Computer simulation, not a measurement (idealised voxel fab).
process module | voxel transistor to metal
cross-section cut | 215 nm wide | cells 5 nm
A cross-section is a grid of square cells, given in bands from the top down. A band is one or more rows of cells.
Each band's line starts with the height of the band's top and of its bottom, in nm. Then come its materials from left to right, each with its width in nm. One material with "throughout" fills the band from edge to edge. "air" is empty space.
Height 0 is the level under which the wafer as received is all one material. The lowest band goes on downwards, as in "0 down".
A width such as "30 to 40" changes by the same amount from each row of cells to the next, from the band's top row to its bottom row.
"no change" after a step means that no cell of the cross-section changed.
closed voids: empty space of 8 cells or more with no open way to the top, each as width x height at its distance from the left edge, in nm
after a step's settings: what the simulator itself notes on the step
overlay nm, on a step with a mask: how far to the right of its planned place the mask lay; to the left if negative
plan
1 op RECEIVE | material Si
2 op OXIDIZE | depth nm 5
3 op CONFORMAL_DEP | material SiN | thk nm 15
4 op MASKED_ETCH | tone cover | mask id ACTIVE | width nm 135 | etch materials SiN | depth nm 15 | overlay nm 0
5 op MASKED_ETCH | tone cover | mask id ACTIVE | width nm 135 | etch materials SiO2 | depth nm 5 | overlay nm 0
6 op MASKED_ETCH | tone cover | mask id ACTIVE | width nm 135 | etch materials Si | depth nm 35 | overlay nm 0
7 op OXIDIZE | depth nm 5
8 op FILL_DEP | material SiO2 | thk nm 5
9 op CMP | height nm 15
10 op SELECTIVE_ETCH | etch materials SiO2 | depth nm 10
11 op STRIP | etch materials SiN
12 op SELECTIVE_ETCH | etch materials SiO2 | depth nm 5
13 op OXIDIZE | depth nm 5
14 op DIRECTIONAL_DEP | material polySi | thk nm 25
15 op DIRECTIONAL_DEP | material SiCN | thk nm 10
16 op PATTERN | tone cover | mask id GATE | material resist | width nm 35 | thk nm 15 | overlay nm 0
17 op DIRECTIONAL_ETCH | etch materials SiCN | depth nm 20
18 op DIRECTIONAL_ETCH | etch materials polySi | depth nm 35
19 op STRIP | etch materials resist
20 op CONFORMAL_DEP | material SiO2 | thk nm 5
21 op DIRECTIONAL_ETCH | etch materials SiO2 | depth nm 5
22 op CONFORMAL_DEP | material SiN | thk nm 5
23 op DIRECTIONAL_ETCH | etch materials SiN | depth nm 5
24 op DIRECTIONAL_ETCH | etch materials SiO2 | depth nm 5
25 op DIRECTIONAL_ETCH | etch materials Si | depth nm 5
26 op EPI | material pSi | thk nm 5
27 op FILL_DEP | material SiO2 | thk nm 10
28 op CMP | height nm 20
29 op STRIP | etch materials polySi
30 op SELECTIVE_ETCH | etch materials SiO2 | depth nm 5
31 op CONFORMAL_DEP | material HfO2 | thk nm 5
32 op CONFORMAL_DEP | material TiN | thk nm 5
33 op FILL_DEP | material W | thk nm 5
34 op CMP | height nm 15
35 op DIRECTIONAL_DEP | material SiO2 | thk nm 15
36 op MASKED_ETCH | tone open | mask id CONTACT | width nm 20 | pitch nm 95 | etch materials SiO2 | depth nm 40 | overlay nm 0
37 op CONFORMAL_DEP | material TiN | thk nm 5
38 op FILL_DEP | material Ru | thk nm 10
39 op CMP | height nm 30
40 op DIRECTIONAL_DEP | material TiN | thk nm 5
41 op DIRECTIONAL_DEP | material W | thk nm 20
42 op PATTERN | tone cover | mask id METAL_1 | material resist | width nm 20 | pitch nm 95 | thk nm 15 | overlay nm 0
43 op DIRECTIONAL_ETCH | etch materials W | depth nm 20
44 op DIRECTIONAL_ETCH | etch materials TiN | depth nm 5
45 op STRIP | etch materials resist
46 op CONFORMAL_DEP | material SiCN | thk nm 5
47 op FILL_DEP | material lowk | thk nm 5
48 op CMP | height nm 55
49 op CONFORMAL_DEP | material SiCN | thk nm 5
50 op DIRECTIONAL_DEP | material lowk | thk nm 25
51 op PATTERN | tone open | mask id METAL_2_HOLES | material resist | width nm 15 | pitch nm 95 | thk nm 20 | overlay nm 0
52 op DIRECTIONAL_ETCH | etch materials lowk | depth nm 25
53 op STRIP | etch materials resist
54 op DIRECTIONAL_DEP | material aC | thk nm 10
55 op PATTERN | tone open | mask id METAL_2 | material resist | width nm 20 | pitch nm 95 | thk nm 25 | overlay nm 0
56 op DIRECTIONAL_ETCH | etch materials aC | depth nm 10
57 op STRIP | etch materials resist
58 op DIRECTIONAL_ETCH | etch materials lowk | depth nm 15
59 op DIRECTIONAL_ETCH | etch materials SiCN | depth nm 5
60 op STRIP | etch materials aC
61 op CONFORMAL_DEP | material TiN | thk nm 5
62 op FILL_DEP | material Ru | thk nm 5
63 op CMP | height nm 85
64 op CONFORMAL_DEP | material SiCN | thk nm 5
first wafer, as planned
as received, after step 1
  0 down: Si throughout
  closed voids: none
after step 2
  0 to -5: SiO2 throughout
  below -5: unchanged
after step 3
  15 to 0: SiN throughout
  below 0: unchanged
after step 4
  15 to 0: air 40 | SiN 135 | air 40
  below 0: unchanged
after step 5
  15 to 0: air 40 | SiN 135 | air 40
  0 to -5: air 40 | SiO2 135 | air 40
  below -5: unchanged
after step 6
  15 to 0: air 40 | SiN 135 | air 40
  0 to -5: air 40 | SiO2 135 | air 40
  -5 to -40: air 40 | Si 135 | air 40
  below -40: unchanged
after step 7
  15 to 0: air 40 | SiN 135 | air 40
  0 to -5: air 40 | SiO2 135 | air 40
  -5 to -40: air 40 | SiO2 5 | Si 125 | SiO2 5 | air 40
  -40 to -45: SiO2 45 | Si 125 | SiO2 45
  below -45: unchanged
after step 8
  20 to 15: SiO2 throughout
  15 to 0: SiO2 40 | SiN 135 | SiO2 40
  0 to -5: SiO2 throughout
  -5 to -45: SiO2 45 | Si 125 | SiO2 45
  below -45: unchanged
after step 9
  15 to 0: SiO2 40 | SiN 135 | SiO2 40
  below 0: unchanged
after step 10
  15 to 5: air 40 | SiN 135 | air 40
  below 5: unchanged
after step 11
  5 to 0: SiO2 40 | air 135 | SiO2 40
  below 0: unchanged
after step 12
  0 to -5: SiO2 35 | air 145 | SiO2 35
  below -5: unchanged
after step 13
  0 to -5: SiO2 35 | air 145 | SiO2 35
  -5 to -10: SiO2 throughout
  below -10: unchanged
after step 14
  25 to 20: polySi 35 | air 145 | polySi 35
  20 to 0: polySi throughout
  0 to -5: SiO2 35 | polySi 145 | SiO2 35
  below -5: unchanged
after step 15
  35 to 30: SiCN 35 | air 145 | SiCN 35
  30 to 25: SiCN throughout
  25 to 20: polySi 35 | SiCN 145 | polySi 35
  below 20: unchanged
after step 16
  50 to 35: air 90 | resist 35 | air 90
  35 to 30: SiCN 35 | air 55 | resist 35 | air 55 | SiCN 35
  below 30: unchanged
after step 17
  50 to 30: air 90 | resist 35 | air 90
  30 to 25: air 90 | SiCN 35 | air 90
  25 to 20: polySi 35 | air 55 | SiCN 35 | air 55 | polySi 35
  below 20: unchanged
after step 18
  50 to 30: air 90 | resist 35 | air 90
  30 to 20: air 90 | SiCN 35 | air 90
  20 to 0: air 90 | polySi 35 | air 90
  0 to -5: SiO2 35 | air 55 | polySi 35 | air 55 | SiO2 35
  below -5: unchanged
after step 19
  30 to 20: air 90 | SiCN 35 | air 90
  below 20: unchanged
after step 20
  35 to 30: air 85 | SiO2 45 | air 85
  30 to 20: air 85 | SiO2 5 | SiCN 35 | SiO2 5 | air 85
  20 to 5: air 85 | SiO2 5 | polySi 35 | SiO2 5 | air 85
  5 to 0: SiO2 40 | air 45 | SiO2 5 | polySi 35 | SiO2 5 | air 45 | SiO2 40
  0 to -5: SiO2 90 | polySi 35 | SiO2 90
  below -5: unchanged
after step 21
  30 to 20: air 85 | SiO2 5 | SiCN 35 | SiO2 5 | air 85
  20 to 0: air 85 | SiO2 5 | polySi 35 | SiO2 5 | air 85
  0 to -5: SiO2 40 | air 45 | SiO2 5 | polySi 35 | SiO2 5 | air 45 | SiO2 40
  below -5: unchanged
after step 22
  35 to 30: air 80 | SiN 55 | air 80
  30 to 20: air 80 | SiN 5 | SiO2 5 | SiCN 35 | SiO2 5 | SiN 5 | air 80
  20 to 5: air 80 | SiN 5 | SiO2 5 | polySi 35 | SiO2 5 | SiN 5 | air 80
  5 to 0: SiN 45 | air 35 | SiN 5 | SiO2 5 | polySi 35 | SiO2 5 | SiN 5 | air 35 | SiN 45
  0 to -5: SiO2 40 | SiN 45 | SiO2 5 | polySi 35 | SiO2 5 | SiN 45 | SiO2 40
  below -5: unchanged
after step 23
  30 to 20: air 80 | SiN 5 | SiO2 5 | SiCN 35 | SiO2 5 | SiN 5 | air 80
  20 to 0: air 80 | SiN 5 | SiO2 5 | polySi 35 | SiO2 5 | SiN 5 | air 80
  0 to -5: SiO2 40 | SiN 5 | air 35 | SiN 5 | SiO2 5 | polySi 35 | SiO2 5 | SiN 5 | air 35 | SiN 5 | SiO2 40
  below -5: unchanged
after step 24
  30 to 25: air 80 | SiN 5 | air 5 | SiCN 35 | air 5 | SiN 5 | air 80
  25 to 20: air 80 | SiN 5 | SiO2 5 | SiCN 35 | SiO2 5 | SiN 5 | air 80
  20 to 0: air 80 | SiN 5 | SiO2 5 | polySi 35 | SiO2 5 | SiN 5 | air 80
  0 to -5: air 40 | SiN 5 | air 35 | SiN 5 | SiO2 5 | polySi 35 | SiO2 5 | SiN 5 | air 35 | SiN 5 | air 40
  -5 to -10: SiO2 45 | air 35 | SiO2 55 | air 35 | SiO2 45
  below -10: unchanged
after step 25
  30 to 25: air 80 | SiN 5 | air 5 | SiCN 35 | air 5 | SiN 5 | air 80
  25 to 20: air 80 | SiN 5 | SiO2 5 | SiCN 35 | SiO2 5 | SiN 5 | air 80
  20 to 0: air 80 | SiN 5 | SiO2 5 | polySi 35 | SiO2 5 | SiN 5 | air 80
  0 to -5: air 40 | SiN 5 | air 35 | SiN 5 | SiO2 5 | polySi 35 | SiO2 5 | SiN 5 | air 35 | SiN 5 | air 40
  -5 to -10: SiO2 45 | air 35 | SiO2 55 | air 35 | SiO2 45
  -10 to -15: SiO2 45 | air 35 | Si 55 | air 35 | SiO2 45
  below -15: unchanged
after step 26
  30 to 25: air 80 | SiN 5 | air 5 | SiCN 35 | air 5 | SiN 5 | air 80
  25 to 20: air 80 | SiN 5 | SiO2 5 | SiCN 35 | SiO2 5 | SiN 5 | air 80
  20 to 0: air 80 | SiN 5 | SiO2 5 | polySi 35 | SiO2 5 | SiN 5 | air 80
  0 to -5: air 40 | SiN 5 | air 35 | SiN 5 | SiO2 5 | polySi 35 | SiO2 5 | SiN 5 | air 35 | SiN 5 | air 40
  -5 to -10: SiO2 45 | air 30 | pSi 5 | SiO2 55 | pSi 5 | air 30 | SiO2 45
  -10 to -15: SiO2 45 | pSi 35 | Si 55 | pSi 35 | SiO2 45
  below -15: unchanged
after step 27
  40 to 30: SiO2 throughout
  30 to 20: SiO2 80 | SiN 5 | SiO2 5 | SiCN 35 | SiO2 5 | SiN 5 | SiO2 80
  20 to 0: SiO2 80 | SiN 5 | SiO2 5 | polySi 35 | SiO2 5 | SiN 5 | SiO2 80
  0 to -5: SiO2 40 | SiN 5 | SiO2 35 | SiN 5 | SiO2 5 | polySi 35 | SiO2 5 | SiN 5 | SiO2 35 | SiN 5 | SiO2 40
  -5 to -10: SiO2 75 | pSi 5 | SiO2 55 | pSi 5 | SiO2 75
  below -10: unchanged
after step 28
  20 to 0: SiO2 80 | SiN 5 | SiO2 5 | polySi 35 | SiO2 5 | SiN 5 | SiO2 80
  below 0: unchanged
after step 29
  20 to 0: SiO2 80 | SiN 5 | SiO2 5 | air 35 | SiO2 5 | SiN 5 | SiO2 80
  0 to -5: SiO2 40 | SiN 5 | SiO2 35 | SiN 5 | SiO2 5 | air 35 | SiO2 5 | SiN 5 | SiO2 35 | SiN 5 | SiO2 40
  below -5: unchanged
after step 30
  20 to 15: air 80 | SiN 5 | air 45 | SiN 5 | air 80
  15 to 0: SiO2 80 | SiN 5 | air 45 | SiN 5 | SiO2 80
  0 to -5: SiO2 40 | SiN 5 | SiO2 35 | SiN 5 | air 45 | SiN 5 | SiO2 35 | SiN 5 | SiO2 40
  -5 to -10: SiO2 75 | pSi 5 | SiO2 5 | air 45 | SiO2 5 | pSi 5 | SiO2 75
  below -10: unchanged
after step 31
  25 to 20: air 75 | HfO2 15 | air 35 | HfO2 15 | air 75
  20 to 15: HfO2 80 | SiN 5 | HfO2 5 | air 35 | HfO2 5 | SiN 5 | HfO2 80
  15 to 0: SiO2 80 | SiN 5 | HfO2 5 | air 35 | HfO2 5 | SiN 5 | SiO2 80
  0 to -5: SiO2 40 | SiN 5 | SiO2 35 | SiN 5 | HfO2 5 | air 35 | HfO2 5 | SiN 5 | SiO2 35 | SiN 5 | SiO2 40
  -5 to -10: SiO2 75 | pSi 5 | SiO2 5 | HfO2 45 | SiO2 5 | pSi 5 | SiO2 75
  below -10: unchanged
after step 32
  30 to 25: air 70 | TiN 25 | air 25 | TiN 25 | air 70
  25 to 20: TiN 75 | HfO2 15 | TiN 5 | air 25 | TiN 5 | HfO2 15 | TiN 75
  20 to 15: HfO2 80 | SiN 5 | HfO2 5 | TiN 5 | air 25 | TiN 5 | HfO2 5 | SiN 5 | HfO2 80
  15 to 0: SiO2 80 | SiN 5 | HfO2 5 | TiN 5 | air 25 | TiN 5 | HfO2 5 | SiN 5 | SiO2 80
  0 to -5: SiO2 40 | SiN 5 | SiO2 35 | SiN 5 | HfO2 5 | TiN 35 | HfO2 5 | SiN 5 | SiO2 35 | SiN 5 | SiO2 40
  below -5: unchanged
after step 33
  35 to 30: W throughout
  30 to 25: W 70 | TiN 25 | W 25 | TiN 25 | W 70
  25 to 20: TiN 75 | HfO2 15 | TiN 5 | W 25 | TiN 5 | HfO2 15 | TiN 75
  20 to 15: HfO2 80 | SiN 5 | HfO2 5 | TiN 5 | W 25 | TiN 5 | HfO2 5 | SiN 5 | HfO2 80
  15 to 0: SiO2 80 | SiN 5 | HfO2 5 | TiN 5 | W 25 | TiN 5 | HfO2 5 | SiN 5 | SiO2 80
  below 0: unchanged
after step 34
  15 to 0: SiO2 80 | SiN 5 | HfO2 5 | TiN 5 | W 25 | TiN 5 | HfO2 5 | SiN 5 | SiO2 80
  below 0: unchanged
after step 35
  30 to 15: SiO2 throughout
  below 15: unchanged
after step 36
  30 to 15: SiO2 50 | air 20 | SiO2 75 | air 20 | SiO2 50
  15 to 0: SiO2 50 | air 20 | SiO2 10 | SiN 5 | HfO2 5 | TiN 5 | W 25 | TiN 5 | HfO2 5 | SiN 5 | SiO2 10 | air 20 | SiO2 50
  0 to -5: SiO2 40 | SiN 5 | SiO2 5 | air 20 | SiO2 10 | SiN 5 | HfO2 5 | TiN 35 | HfO2 5 | SiN 5 | SiO2 10 | air 20 | SiO2 5 | SiN 5 | SiO2 40
  -5 to -10: SiO2 50 | air 20 | SiO2 5 | pSi 5 | SiO2 5 | HfO2 45 | SiO2 5 | pSi 5 | SiO2 5 | air 20 | SiO2 50
  below -10: unchanged
after step 37
  35 to 30: TiN 55 | air 10 | TiN 85 | air 10 | TiN 55
  30 to 15: SiO2 50 | TiN 5 | air 10 | TiN 5 | SiO2 75 | TiN 5 | air 10 | TiN 5 | SiO2 50
  15 to 0: SiO2 50 | TiN 5 | air 10 | TiN 5 | SiO2 10 | SiN 5 | HfO2 5 | TiN 5 | W 25 | TiN 5 | HfO2 5 | SiN 5 | SiO2 10 | TiN 5 | air 10 | TiN 5 | SiO2 50
  0 to -5: SiO2 40 | SiN 5 | SiO2 5 | TiN 5 | air 10 | TiN 5 | SiO2 10 | SiN 5 | HfO2 5 | TiN 35 | HfO2 5 | SiN 5 | SiO2 10 | TiN 5 | air 10 | TiN 5 | SiO2 5 | SiN 5 | SiO2 40
  -5 to -10: SiO2 50 | TiN 20 | SiO2 5 | pSi 5 | SiO2 5 | HfO2 45 | SiO2 5 | pSi 5 | SiO2 5 | TiN 20 | SiO2 50
  below -10: unchanged
after step 38
  45 to 35: Ru throughout
  35 to 30: TiN 55 | Ru 10 | TiN 85 | Ru 10 | TiN 55
  30 to 15: SiO2 50 | TiN 5 | Ru 10 | TiN 5 | SiO2 75 | TiN 5 | Ru 10 | TiN 5 | SiO2 50
  15 to 0: SiO2 50 | TiN 5 | Ru 10 | TiN 5 | SiO2 10 | SiN 5 | HfO2 5 | TiN 5 | W 25 | TiN 5 | HfO2 5 | SiN 5 | SiO2 10 | TiN 5 | Ru 10 | TiN 5 | SiO2 50
  0 to -5: SiO2 40 | SiN 5 | SiO2 5 | TiN 5 | Ru 10 | TiN 5 | SiO2 10 | SiN 5 | HfO2 5 | TiN 35 | HfO2 5 | SiN 5 | SiO2 10 | TiN 5 | Ru 10 | TiN 5 | SiO2 5 | SiN 5 | SiO2 40
  below -5: unchanged
after step 39
  30 to 15: SiO2 50 | TiN 5 | Ru 10 | TiN 5 | SiO2 75 | TiN 5 | Ru 10 | TiN 5 | SiO2 50
  below 15: unchanged
after step 40
  35 to 30: TiN throughout
  below 30: unchanged
after step 41
  55 to 35: W throughout
  below 35: unchanged
after step 42
  70 to 55: air 50 | resist 20 | air 75 | resist 20 | air 50
  below 55: unchanged
after step 43
  70 to 55: air 50 | resist 20 | air 75 | resist 20 | air 50
  55 to 35: air 50 | W 20 | air 75 | W 20 | air 50
  below 35: unchanged
after step 44
  70 to 55: air 50 | resist 20 | air 75 | resist 20 | air 50
  55 to 35: air 50 | W 20 | air 75 | W 20 | air 50
  35 to 30: air 50 | TiN 20 | air 75 | TiN 20 | air 50
  below 30: unchanged
after step 45
  55 to 35: air 50 | W 20 | air 75 | W 20 | air 50
  below 35: unchanged
after step 46
  60 to 55: air 45 | SiCN 30 | air 65 | SiCN 30 | air 45
  55 to 35: air 45 | SiCN 5 | W 20 | SiCN 5 | air 65 | SiCN 5 | W 20 | SiCN 5 | air 45
  35 to 30: SiCN 50 | TiN 20 | SiCN 75 | TiN 20 | SiCN 50
  below 30: unchanged
after step 47
  65 to 60: lowk throughout
  60 to 55: lowk 45 | SiCN 30 | lowk 65 | SiCN 30 | lowk 45
  55 to 35: lowk 45 | SiCN 5 | W 20 | SiCN 5 | lowk 65 | SiCN 5 | W 20 | SiCN 5 | lowk 45
  below 35: unchanged
after step 48
  55 to 35: lowk 45 | SiCN 5 | W 20 | SiCN 5 | lowk 65 | SiCN 5 | W 20 | SiCN 5 | lowk 45
  below 35: unchanged
after step 49
  60 to 55: SiCN throughout
  below 55: unchanged
after step 50
  85 to 60: lowk throughout
  below 60: unchanged
after step 51
  105 to 85: resist 50 | air 15 | resist 80 | air 15 | resist 55
  below 85: unchanged
after step 52
  105 to 85: resist 50 | air 15 | resist 80 | air 15 | resist 55
  85 to 60: lowk 50 | air 15 | lowk 80 | air 15 | lowk 55
  below 60: unchanged
after step 53
  85 to 60: lowk 50 | air 15 | lowk 80 | air 15 | lowk 55
  below 60: unchanged
after step 54
  95 to 85: aC 50 | air 15 | aC 80 | air 15 | aC 55
  85 to 70: lowk 50 | air 15 | lowk 80 | air 15 | lowk 55
  70 to 60: lowk 50 | aC 15 | lowk 80 | aC 15 | lowk 55
  below 60: unchanged
after step 55
  120 to 95: resist 50 | air 20 | resist 75 | air 20 | resist 50
  below 95: unchanged
after step 56
  110 to 95: resist 50 | air 20 | resist 75 | air 20 | resist 50
  95 to 85: aC 50 | air 20 | aC 75 | air 20 | aC 50
  85 to 60: lowk 50 | air 15 | lowk 80 | air 15 | lowk 55
  below 60: unchanged
after step 57
  95 to 85: aC 50 | air 20 | aC 75 | air 20 | aC 50
  below 85: unchanged
after step 58
  95 to 85: aC 50 | air 20 | aC 75 | air 20 | aC 50
  85 to 70: lowk 50 | air 20 | lowk 75 | air 20 | lowk 50
  below 70: unchanged
after step 59
  95 to 85: aC 50 | air 20 | aC 75 | air 20 | aC 50
  85 to 70: lowk 50 | air 20 | lowk 75 | air 20 | lowk 50
  70 to 60: lowk 50 | air 15 | lowk 80 | air 15 | lowk 55
  60 to 55: SiCN 50 | air 15 | SiCN 80 | air 15 | SiCN 55
  below 55: unchanged
after step 60
  85 to 70: lowk 50 | air 20 | lowk 75 | air 20 | lowk 50
  below 70: unchanged
after step 61
  90 to 85: TiN 55 | air 10 | TiN 85 | air 10 | TiN 55
  85 to 75: lowk 50 | TiN 5 | air 10 | TiN 5 | lowk 75 | TiN 5 | air 10 | TiN 5 | lowk 50
  75 to 70: lowk 50 | TiN 5 | air 5 | TiN 10 | lowk 75 | TiN 5 | air 5 | TiN 10 | lowk 50
  70 to 60: lowk 50 | TiN 5 | air 5 | TiN 5 | lowk 80 | TiN 5 | air 5 | TiN 5 | lowk 55
  60 to 55: SiCN 50 | TiN 15 | SiCN 80 | TiN 15 | SiCN 55
  below 55: unchanged
after step 62
  95 to 90: Ru throughout
  90 to 85: TiN 55 | Ru 10 | TiN 85 | Ru 10 | TiN 55
  85 to 75: lowk 50 | TiN 5 | Ru 10 | TiN 5 | lowk 75 | TiN 5 | Ru 10 | TiN 5 | lowk 50
  75 to 70: lowk 50 | TiN 5 | Ru 5 | TiN 10 | lowk 75 | TiN 5 | Ru 5 | TiN 10 | lowk 50
  70 to 60: lowk 50 | TiN 5 | Ru 5 | TiN 5 | lowk 80 | TiN 5 | Ru 5 | TiN 5 | lowk 55
  below 60: unchanged
after step 63
  85 to 75: lowk 50 | TiN 5 | Ru 10 | TiN 5 | lowk 75 | TiN 5 | Ru 10 | TiN 5 | lowk 50
  below 75: unchanged
after step 64
  90 to 85: SiCN throughout
  below 85: unchanged
second wafer: like start, like plan, one mistake. Through step 33 it matches the first wafer
when step 34 should have ended
  5 to 0: SiO2 80 | SiN 5 | HfO2 5 | TiN 5 | W 25 | TiN 5 | HfO2 5 | SiN 5 | SiO2 80
  below 0: unchanged
when step 35 should have ended
  20 to 5: SiO2 throughout
  below 5: unchanged
when step 36 should have ended
  20 to 5: SiO2 50 | air 20 | SiO2 75 | air 20 | SiO2 50
  5 to 0: SiO2 50 | air 20 | SiO2 10 | SiN 5 | HfO2 5 | TiN 5 | W 25 | TiN 5 | HfO2 5 | SiN 5 | SiO2 10 | air 20 | SiO2 50
  0 to -5: SiO2 40 | SiN 5 | SiO2 5 | air 20 | SiO2 10 | SiN 5 | HfO2 5 | TiN 35 | HfO2 5 | SiN 5 | SiO2 10 | air 20 | SiO2 5 | SiN 5 | SiO2 40
  -5 to -10: SiO2 50 | air 20 | SiO2 5 | pSi 5 | SiO2 5 | HfO2 45 | SiO2 5 | pSi 5 | SiO2 5 | air 20 | SiO2 50
  below -10: unchanged
when step 37 should have ended
  25 to 20: TiN 55 | air 10 | TiN 85 | air 10 | TiN 55
  20 to 5: SiO2 50 | TiN 5 | air 10 | TiN 5 | SiO2 75 | TiN 5 | air 10 | TiN 5 | SiO2 50
  5 to 0: SiO2 50 | TiN 5 | air 10 | TiN 5 | SiO2 10 | SiN 5 | HfO2 5 | TiN 5 | W 25 | TiN 5 | HfO2 5 | SiN 5 | SiO2 10 | TiN 5 | air 10 | TiN 5 | SiO2 50
  0 to -5: SiO2 40 | SiN 5 | SiO2 5 | TiN 5 | air 10 | TiN 5 | SiO2 10 | SiN 5 | HfO2 5 | TiN 35 | HfO2 5 | SiN 5 | SiO2 10 | TiN 5 | air 10 | TiN 5 | SiO2 5 | SiN 5 | SiO2 40
  -5 to -10: SiO2 50 | TiN 20 | SiO2 5 | pSi 5 | SiO2 5 | HfO2 45 | SiO2 5 | pSi 5 | SiO2 5 | TiN 20 | SiO2 50
  below -10: unchanged
when step 38 should have ended
  35 to 25: Ru throughout
  25 to 20: TiN 55 | Ru 10 | TiN 85 | Ru 10 | TiN 55
  20 to 5: SiO2 50 | TiN 5 | Ru 10 | TiN 5 | SiO2 75 | TiN 5 | Ru 10 | TiN 5 | SiO2 50
  5 to 0: SiO2 50 | TiN 5 | Ru 10 | TiN 5 | SiO2 10 | SiN 5 | HfO2 5 | TiN 5 | W 25 | TiN 5 | HfO2 5 | SiN 5 | SiO2 10 | TiN 5 | Ru 10 | TiN 5 | SiO2 50
  0 to -5: SiO2 40 | SiN 5 | SiO2 5 | TiN 5 | Ru 10 | TiN 5 | SiO2 10 | SiN 5 | HfO2 5 | TiN 35 | HfO2 5 | SiN 5 | SiO2 10 | TiN 5 | Ru 10 | TiN 5 | SiO2 5 | SiN 5 | SiO2 40
  below -5: unchanged
when step 39 should have ended
  30 to 25: Ru throughout
  below 25: unchanged
when step 40 should have ended
  35 to 30: TiN throughout
  below 30: unchanged
when step 41 should have ended
  55 to 35: W throughout
  below 35: unchanged
when step 42 should have ended
  70 to 55: air 50 | resist 20 | air 75 | resist 20 | air 50
  below 55: unchanged
when step 43 should have ended
  70 to 55: air 50 | resist 20 | air 75 | resist 20 | air 50
  55 to 35: air 50 | W 20 | air 75 | W 20 | air 50
  below 35: unchanged
when step 44 should have ended
  70 to 55: air 50 | resist 20 | air 75 | resist 20 | air 50
  55 to 35: air 50 | W 20 | air 75 | W 20 | air 50
  35 to 30: air 50 | TiN 20 | air 75 | TiN 20 | air 50
  below 30: unchanged
when step 45 should have ended
  55 to 35: air 50 | W 20 | air 75 | W 20 | air 50
  below 35: unchanged
when step 46 should have ended
  60 to 55: air 45 | SiCN 30 | air 65 | SiCN 30 | air 45
  55 to 35: air 45 | SiCN 5 | W 20 | SiCN 5 | air 65 | SiCN 5 | W 20 | SiCN 5 | air 45
  35 to 30: SiCN 50 | TiN 20 | SiCN 75 | TiN 20 | SiCN 50
  below 30: unchanged
when step 47 should have ended
  65 to 60: lowk throughout
  60 to 55: lowk 45 | SiCN 30 | lowk 65 | SiCN 30 | lowk 45
  55 to 35: lowk 45 | SiCN 5 | W 20 | SiCN 5 | lowk 65 | SiCN 5 | W 20 | SiCN 5 | lowk 45
  below 35: unchanged
when step 48 should have ended
  55 to 35: lowk 45 | SiCN 5 | W 20 | SiCN 5 | lowk 65 | SiCN 5 | W 20 | SiCN 5 | lowk 45
  below 35: unchanged
when step 49 should have ended
  60 to 55: SiCN throughout
  below 55: unchanged
when step 50 should have ended
  85 to 60: lowk throughout
  below 60: unchanged
when step 51 should have ended
  105 to 85: resist 50 | air 15 | resist 80 | air 15 | resist 55
  below 85: unchanged
when step 52 should have ended
  105 to 85: resist 50 | air 15 | resist 80 | air 15 | resist 55
  85 to 60: lowk 50 | air 15 | lowk 80 | air 15 | lowk 55
  below 60: unchanged
when step 53 should have ended
  85 to 60: lowk 50 | air 15 | lowk 80 | air 15 | lowk 55
  below 60: unchanged
when step 54 should have ended
  95 to 85: aC 50 | air 15 | aC 80 | air 15 | aC 55
  85 to 70: lowk 50 | air 15 | lowk 80 | air 15 | lowk 55
  70 to 60: lowk 50 | aC 15 | lowk 80 | aC 15 | lowk 55
  below 60: unchanged
when step 55 should have ended
  120 to 95: resist 50 | air 20 | resist 75 | air 20 | resist 50
  below 95: unchanged
when step 56 should have ended
  110 to 95: resist 50 | air 20 | resist 75 | air 20 | resist 50
  95 to 85: aC 50 | air 20 | aC 75 | air 20 | aC 50
  85 to 60: lowk 50 | air 15 | lowk 80 | air 15 | lowk 55
  below 60: unchanged
when step 57 should have ended
  95 to 85: aC 50 | air 20 | aC 75 | air 20 | aC 50
  below 85: unchanged
when step 58 should have ended
  95 to 85: aC 50 | air 20 | aC 75 | air 20 | aC 50
  85 to 70: lowk 50 | air 20 | lowk 75 | air 20 | lowk 50
  below 70: unchanged
when step 59 should have ended
  95 to 85: aC 50 | air 20 | aC 75 | air 20 | aC 50
  85 to 70: lowk 50 | air 20 | lowk 75 | air 20 | lowk 50
  70 to 60: lowk 50 | air 15 | lowk 80 | air 15 | lowk 55
  60 to 55: SiCN 50 | air 15 | SiCN 80 | air 15 | SiCN 55
  below 55: unchanged
when step 60 should have ended
  85 to 70: lowk 50 | air 20 | lowk 75 | air 20 | lowk 50
  below 70: unchanged
when step 61 should have ended
  90 to 85: TiN 55 | air 10 | TiN 85 | air 10 | TiN 55
  85 to 75: lowk 50 | TiN 5 | air 10 | TiN 5 | lowk 75 | TiN 5 | air 10 | TiN 5 | lowk 50
  75 to 70: lowk 50 | TiN 5 | air 5 | TiN 10 | lowk 75 | TiN 5 | air 5 | TiN 10 | lowk 50
  70 to 60: lowk 50 | TiN 5 | air 5 | TiN 5 | lowk 80 | TiN 5 | air 5 | TiN 5 | lowk 55
  60 to 55: SiCN 50 | TiN 15 | SiCN 80 | TiN 15 | SiCN 55
  below 55: unchanged
when step 62 should have ended
  95 to 90: Ru throughout
  90 to 85: TiN 55 | Ru 10 | TiN 85 | Ru 10 | TiN 55
  85 to 75: lowk 50 | TiN 5 | Ru 10 | TiN 5 | lowk 75 | TiN 5 | Ru 10 | TiN 5 | lowk 50
  75 to 70: lowk 50 | TiN 5 | Ru 5 | TiN 10 | lowk 75 | TiN 5 | Ru 5 | TiN 10 | lowk 50
  70 to 60: lowk 50 | TiN 5 | Ru 5 | TiN 5 | lowk 80 | TiN 5 | Ru 5 | TiN 5 | lowk 55
  below 60: unchanged
when step 63 should have ended
  85 to 75: lowk 50 | TiN 5 | Ru 10 | TiN 5 | lowk 75 | TiN 5 | Ru 10 | TiN 5 | lowk 50
  below 75: unchanged
when step 64 should have ended
  90 to 85: SiCN throughout
  below 85: unchanged
what went wrong: step 34 ran as: op CMP | height nm 5
at the end the second wafer has, in cells: 4 fewer of HfO2 | 39 more of Ru | 4 fewer of SiN | 48 fewer of SiO2 | 27 more of TiN | 10 fewer of W
